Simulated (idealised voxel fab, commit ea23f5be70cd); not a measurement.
process module | voxel wiring stack
cross-section cut | 240 nm wide | cells 5 nm
A cross-section is a grid of square cells, given in bands from the top down. A band is one or more rows of cells.
Each band's line starts with the height of the band's top and of its bottom, in nm. Then come its materials from left to right, each with its width in nm. One material with "throughout" fills the band from edge to edge. "air" is empty space.
Height 0 is the level under which the wafer as received is all one material. The lowest band goes on downwards, as in "0 down".
A width such as "30 to 40" changes by the same amount from each row of cells to the next, from the band's top row to its bottom row.
"no change" after a step means that no cell of the cross-section changed.
closed voids: empty space of 8 cells or more with no open way to the top, each as width x height at its distance from the left edge, in nm
after a step's settings: what the simulator itself notes on the step
overlay nm, on a step with a mask: how far to the right of its planned place the mask lay; to the left if negative
plan
1 op RECEIVE | material Si
2 op CONFORMAL_DEP | material SiO2 | thk nm 10
3 op CONFORMAL_DEP | material SiN | thk nm 5
4 op DIRECTIONAL_DEP | material lowk | thk nm 15
5 op MASKED_ETCH | tone open | mask id METAL_1 | width nm 30 | pitch nm 45 | etch materials lowk | depth nm 15 | overlay nm 0
6 op MASKED_ETCH | tone open | mask id METAL_1 | width nm 30 | pitch nm 45 | etch materials SiN | depth nm 5 | overlay nm 0
7 op CONFORMAL_DEP | material TiN | thk nm 5
8 op FILL_DEP | material Cu | thk nm 5
9 op CMP | height nm 30
10 op CONFORMAL_DEP | material SiCN | thk nm 5
11 op DIRECTIONAL_DEP | material SiO2 | thk nm 10
12 op PATTERN | tone open | mask id PLUG_1 | material resist | width nm 15 | pitch nm 45 | thk nm 20 | overlay nm 0
13 op DIRECTIONAL_ETCH | etch materials SiO2 | depth nm 10
14 op DIRECTIONAL_ETCH | etch materials SiCN | depth nm 5
15 op STRIP | etch materials resist
16 op CONFORMAL_DEP | material TiN | thk nm 5
17 op FILL_DEP | material W | thk nm 5
18 op CMP | height nm 45
19 op DIRECTIONAL_DEP | material TiN | thk nm 5
20 op DIRECTIONAL_DEP | material W | thk nm 15
21 op PATTERN | tone cover | mask id METAL_2 | material resist | width nm 30 | pitch nm 45 | thk nm 20 | overlay nm 0
22 op DIRECTIONAL_ETCH | etch materials W | depth nm 15
23 op DIRECTIONAL_ETCH | etch materials TiN | depth nm 5
24 op STRIP | etch materials resist
25 op FILL_DEP | material lowk | thk nm 10
26 op CMP | height nm 65
27 op CONFORMAL_DEP | material SiCN | thk nm 5
28 op DIRECTIONAL_DEP | material lowk | thk nm 10
29 op PATTERN | tone open | mask id PLUG_2 | material resist | width nm 15 | pitch nm 90 | thk nm 15 | overlay nm 0
30 op DIRECTIONAL_ETCH | etch materials lowk | depth nm 10
31 op DIRECTIONAL_ETCH | etch materials SiCN | depth nm 5
32 op STRIP | etch materials resist
33 op EPI | material Ru | thk nm 10
34 op EPI | material Ru | thk nm 5
35 op CONFORMAL_DEP | material SiCN | thk nm 5
36 op DIRECTIONAL_DEP | material SiO2 | thk nm 20
37 op MASKED_ETCH | tone open | mask id METAL_3 | width nm 30 | pitch nm 45 | etch materials SiO2 | depth nm 20 | overlay nm 0
38 op MASKED_ETCH | tone open | mask id METAL_3 | width nm 30 | pitch nm 45 | etch materials SiCN | depth nm 5 | overlay nm 0
39 op CONFORMAL_DEP | material TiN | thk nm 5
40 op FILL_DEP | material Cu | thk nm 10
41 op CMP | height nm 105
42 op CONFORMAL_DEP | material SiCN | thk nm 5
43 op DIRECTIONAL_DEP | material lowk | thk nm 35
44 op MASKED_ETCH | tone open | mask id METAL_4 | width nm 30 | pitch nm 45 | etch materials lowk | depth nm 20 | overlay nm 0
45 op MASKED_ETCH | tone open | mask id METAL_4_HOLES | width nm 15 | pitch nm 45 | etch materials lowk | depth nm 15 | overlay nm 0
46 op MASKED_ETCH | tone open | mask id METAL_4_HOLES | width nm 15 | pitch nm 45 | etch materials SiCN | depth nm 5 | overlay nm 0
47 op CONFORMAL_DEP | material TiN | thk nm 5
48 op FILL_DEP | material Cu | thk nm 5
49 op CMP | height nm 145
50 op CONFORMAL_DEP | material SiN | thk nm 5
as received, after step 1
  0 down: Si throughout
  closed voids: none
first wafer at the end, as planned
  150 to 145: SiN throughout
  145 to 130: lowk 60 | TiN 5 | Cu 20 | TiN 5 | lowk 15 | TiN 5 | Cu 20 | TiN 5 | lowk 15 | TiN 5 | Cu 20 | TiN 5 | lowk 60
  130 to 125: lowk 60 | TiN 5 | Cu 5 | TiN 20 | lowk 15 | TiN 5 | Cu 5 | TiN 20 | lowk 15 | TiN 5 | Cu 5 | TiN 20 | lowk 60
  125 to 110: lowk 60 | TiN 5 | Cu 5 | TiN 5 | lowk 30 | TiN 5 | Cu 5 | TiN 5 | lowk 30 | TiN 5 | Cu 5 | TiN 5 | lowk 75
  110 to 105: SiCN 60 | TiN 15 | SiCN 30 | TiN 15 | SiCN 30 | TiN 15 | SiCN 75
  105 to 85: SiO2 60 | TiN 5 | Cu 20 | TiN 5 | SiO2 15 | TiN 5 | Cu 20 | TiN 5 | SiO2 15 | TiN 5 | Cu 20 | TiN 5 | SiO2 60
  85 to 80: SiCN 60 | TiN 30 | SiCN 15 | TiN 30 | SiCN 15 | TiN 30 | SiCN 60
  80 to 70: lowk 60 | Ru 15 | lowk 75 | Ru 15 | lowk 75
  70 to 65: SiCN 60 | Ru 15 | SiCN 75 | Ru 15 | SiCN 75
  65 to 50: lowk 60 | W 30 | lowk 15 | W 30 | lowk 15 | W 30 | lowk 60
  50 to 45: lowk 60 | TiN 30 | lowk 15 | TiN 30 | lowk 15 | TiN 30 | lowk 60
  45 to 35: SiO2 60 | TiN 5 | W 5 | TiN 5 | SiO2 30 | TiN 5 | W 5 | TiN 5 | SiO2 30 | TiN 5 | W 5 | TiN 5 | SiO2 75
  35 to 30: SiCN 60 | TiN 15 | SiCN 30 | TiN 15 | SiCN 30 | TiN 15 | SiCN 75
  30 to 15: lowk 60 | TiN 5 | Cu 20 | TiN 5 | lowk 15 | TiN 5 | Cu 20 | TiN 5 | lowk 15 | TiN 5 | Cu 20 | TiN 5 | lowk 60
  15 to 10: SiN 60 | TiN 30 | SiN 15 | TiN 30 | SiN 15 | TiN 30 | SiN 60
  10 to 0: SiO2 throughout
  0 down: Si throughout
  closed voids: none
second wafer at the end: like start, like plan, one mistake
  150 to 145: SiN throughout
  145 to 140: lowk 60 | TiN 5 | Cu 5 | TiN 20 | lowk 15 | TiN 5 | Cu 5 | TiN 20 | lowk 15 | TiN 5 | Cu 5 | TiN 20 | lowk 60
  140 to 125: lowk 60 | TiN 5 | Cu 5 | TiN 5 | lowk 30 | TiN 5 | Cu 5 | TiN 5 | lowk 30 | TiN 5 | Cu 5 | TiN 5 | lowk 75
  125 to 120: SiCN 60 | TiN 15 | SiCN 30 | TiN 15 | SiCN 30 | TiN 15 | SiCN 75
  120 to 110: Cu throughout
  110 to 105: TiN 65 | Cu 20 | TiN 25 | Cu 20 | TiN 25 | Cu 20 | TiN 65
  105 to 85: SiO2 60 | TiN 5 | Cu 20 | TiN 5 | SiO2 15 | TiN 5 | Cu 20 | TiN 5 | SiO2 15 | TiN 5 | Cu 20 | TiN 5 | SiO2 60
  85 to 80: SiCN 60 | TiN 30 | SiCN 15 | TiN 30 | SiCN 15 | TiN 30 | SiCN 60
  80 to 70: lowk 60 | Ru 15 | lowk 75 | Ru 15 | lowk 75
  70 to 65: SiCN 60 | Ru 15 | SiCN 75 | Ru 15 | SiCN 75
  65 to 50: lowk 60 | W 30 | lowk 15 | W 30 | lowk 15 | W 30 | lowk 60
  50 to 45: lowk 60 | TiN 30 | lowk 15 | TiN 30 | lowk 15 | TiN 30 | lowk 60
  45 to 35: SiO2 60 | TiN 5 | W 5 | TiN 5 | SiO2 30 | TiN 5 | W 5 | TiN 5 | SiO2 30 | TiN 5 | W 5 | TiN 5 | SiO2 75
  35 to 30: SiCN 60 | TiN 15 | SiCN 30 | TiN 15 | SiCN 30 | TiN 15 | SiCN 75
  30 to 15: lowk 60 | TiN 5 | Cu 20 | TiN 5 | lowk 15 | TiN 5 | Cu 20 | TiN 5 | lowk 15 | TiN 5 | Cu 20 | TiN 5 | lowk 60
  15 to 10: SiN 60 | TiN 30 | SiN 15 | TiN 30 | SiN 15 | TiN 30 | SiN 60
  10 to 0: SiO2 throughout
  0 down: Si throughout
  closed voids: none
what went wrong: step 41 was left out
at the end the second wafer has, in cells: 72 more of Cu | 18 more of TiN | 90 fewer of lowk
